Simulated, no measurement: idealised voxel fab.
A process module follows: voxel transistor to metal.
Each square cell in cross-section cut measures 5 nm, and the section as a whole is 215 nm wide.
In what follows, cross-sections appear as grids of square cells, described through bands that run from the top down, where every band is one or more rows of cells.
Within each band entry, the heights of the top and of the bottom of the band appear first, in that order and in nm; the materials of the band then follow from left to right, each with its corresponding width in nm. The designation "full width" on a single material indicates that it fills the band from edge to edge; the designation "blank" indicates empty space.
All heights in this document are referenced to 0, defined as the level beneath which the wafer, as received, consists entirely of one material. The lowest band is not bounded below; it extends indefinitely downward and is written in the form "0 down".
Width: "30 to 40" (first number = top row, second number = bottom row, same change from row to row of cells).
Where the words "everything unchanged" appear for a step, the cross-section shows no cell changed by that step; every cell remained as before.
Under "Sealed internal cavities" you'll find the enclosed gaps, the ones with no way out to the top, that are 8 cells or bigger; each reads width x height at distance, with distance counted from the left edge, everything in nm.
after a step's settings: what the simulator itself notes on the step
Each step line may optionally specify "overlay nm", which for a step with a mask gives the rightward distance between the mask's planned place and where it lay, a negative value indicating the leftward direction.
**Intended process steps**
1 op RECEIVE | material Si
2 op OXIDIZE | depth nm 5
3 op CONFORMAL_DEP | material SiN | thk nm 15
4 op MASKED_ETCH | tone cover | mask id ACTIVE | width nm 105 | etch materials SiN | depth nm 15 | overlay nm 0
5 op MASKED_ETCH | tone cover | mask id ACTIVE | width nm 105 | etch materials SiO2 | depth nm 5 | overlay nm 0
6 op MASKED_ETCH | tone cover | mask id ACTIVE | width nm 105 | etch materials Si | depth nm 25 | overlay nm 0
7 op OXIDIZE | depth nm 5
8 op FILL_DEP | material SiO2 | thk nm 15
9 op CMP | height nm 15
10 op SELECTIVE_ETCH | etch materials SiO2 | depth nm 10
11 op STRIP | etch materials SiN
12 op SELECTIVE_ETCH | etch materials SiO2 | depth nm 5
13 op OXIDIZE | depth nm 5
14 op DIRECTIONAL_DEP | material polySi | thk nm 25
15 op DIRECTIONAL_DEP | material SiCN | thk nm 10
16 op PATTERN | tone cover | mask id GATE | material resist | width nm 15 | thk nm 15 | overlay nm 0
17 op DIRECTIONAL_ETCH | etch materials SiCN | depth nm 20
18 op DIRECTIONAL_ETCH | etch materials polySi | depth nm 35
19 op STRIP | etch materials resist
20 op CONFORMAL_DEP | material SiO2 | thk nm 5
21 op DIRECTIONAL_ETCH | etch materials SiO2 | depth nm 5
22 op CONFORMAL_DEP | material SiN | thk nm 10
23 op DIRECTIONAL_ETCH | etch materials SiN | depth nm 10
24 op DIRECTIONAL_ETCH | etch materials SiO2 | depth nm 5
25 op DIRECTIONAL_ETCH | etch materials Si | depth nm 5
26 op EPI | material nSi | thk nm 10
27 op FILL_DEP | material SiO2 | thk nm 10
28 op CMP | height nm 30
29 op DIRECTIONAL_DEP | material SiO2 | thk nm 10
30 op MASKED_ETCH | tone open | mask id CONTACT | width nm 20 | pitch nm 75 | etch materials SiO2 | depth nm 40 | overlay nm 0
31 op CONFORMAL_DEP | material TiN | thk nm 5
32 op FILL_DEP | material W | thk nm 10
33 op CMP | height nm 40
34 op DIRECTIONAL_DEP | material TiN | thk nm 5
35 op DIRECTIONAL_DEP | material W | thk nm 15
36 op MASKED_ETCH | tone cover | mask id METAL_1 | width nm 20 | pitch nm 75 | etch materials W | depth nm 15 | overlay nm 0
37 op MASKED_ETCH | tone cover | mask id METAL_1 | width nm 20 | pitch nm 75 | etch materials TiN | depth nm 5 | overlay nm 0
38 op CONFORMAL_DEP | material SiN | thk nm 5
39 op FILL_DEP | material lowk | thk nm 10
40 op CMP | height nm 60
41 op CONFORMAL_DEP | material SiCN | thk nm 5
42 op DIRECTIONAL_DEP | material SiO2 | thk nm 35
43 op PATTERN | tone open | mask id METAL_2_HOLES | material resist | width nm 15 | pitch nm 75 | thk nm 20 | overlay nm 0
44 op DIRECTIONAL_ETCH | etch materials SiO2 | depth nm 35
45 op STRIP | etch materials resist
46 op DIRECTIONAL_DEP | material aC | thk nm 15
47 op PATTERN | tone open | mask id METAL_2 | material resist | width nm 20 | pitch nm 75 | thk nm 30 | overlay nm 0
48 op DIRECTIONAL_ETCH | etch materials aC | depth nm 15
49 op STRIP | etch materials resist
50 op DIRECTIONAL_ETCH | etch materials SiO2 | depth nm 20
51 op DIRECTIONAL_ETCH | etch materials SiCN | depth nm 5
52 op STRIP | etch materials aC
53 op CONFORMAL_DEP | material TiN | thk nm 5
54 op FILL_DEP | material Ru | thk nm 10
55 op CMP | height nm 100
56 op CONFORMAL_DEP | material SiN | thk nm 5
**Here's what the wafer looked like in cross-section when it arrived - that's after step 1**
    0 down | Si full width
    Sealed internal cavities: none
**a wafer at the end: this start, this plan, one mistake**
    105 to 100 | SiN full width
    100 to 85 | SiO2: 60; TiN: 5; Ru: 10; TiN: 5; SiO2: 55; TiN: 5; Ru: 10; TiN: 5; SiO2: 60
    85 to 80 | SiO2: 60; TiN: 5; Ru: 5; TiN: 10; SiO2: 55; TiN: 5; Ru: 5; TiN: 10; SiO2: 60
    80 to 65 | SiO2: 60; TiN: 5; Ru: 5; TiN: 5; SiO2: 60; TiN: 5; Ru: 5; TiN: 5; SiO2: 65
    65 to 60 | SiCN: 60; TiN: 15; SiCN: 60; TiN: 15; SiCN: 65
    60 to 45 | lowk: 55; SiN: 5; W: 20; SiN: 5; lowk: 45; SiN: 5; W: 20; SiN: 5; lowk: 55
    45 to 40 | SiN: 60; TiN: 20; SiN: 55; TiN: 20; SiN: 60
    40 to 30 | SiO2: 60; TiN: 5; W: 10; TiN: 5; SiO2: 55; TiN: 5; W: 10; TiN: 5; SiO2: 60
    30 to 20 | SiO2: 60; TiN: 5; W: 10; TiN: 5; SiO2: 5; SiN: 10; SiO2: 5; SiCN: 15; SiO2: 5; SiN: 10; SiO2: 5; TiN: 5; W: 10; TiN: 5; SiO2: 60
    20 to 5 | SiO2: 60; TiN: 5; W: 10; TiN: 5; SiO2: 5; SiN: 10; SiO2: 5; polySi: 15; SiO2: 5; SiN: 10; SiO2: 5; TiN: 5; W: 10; TiN: 5; SiO2: 60
    5 to 0 | SiO2: 60; TiN: 20; SiO2: 5; SiN: 10; SiO2: 5; polySi: 15; SiO2: 5; SiN: 10; SiO2: 5; TiN: 20; SiO2: 60
    0 to -5 | SiO2: 55; SiN: 10; SiO2: 20; SiN: 10; SiO2: 5; polySi: 15; SiO2: 5; SiN: 10; SiO2: 20; SiN: 10; SiO2: 55
    -5 to -15 | SiO2 full width
    -15 to -35 | SiO2: 60; Si: 95; SiO2: 60
    -35 down | Si full width
    Sealed internal cavities: none
What broke from the plan during processing? not per plan at step 13, really ran op OXIDIZE | depth nm 10
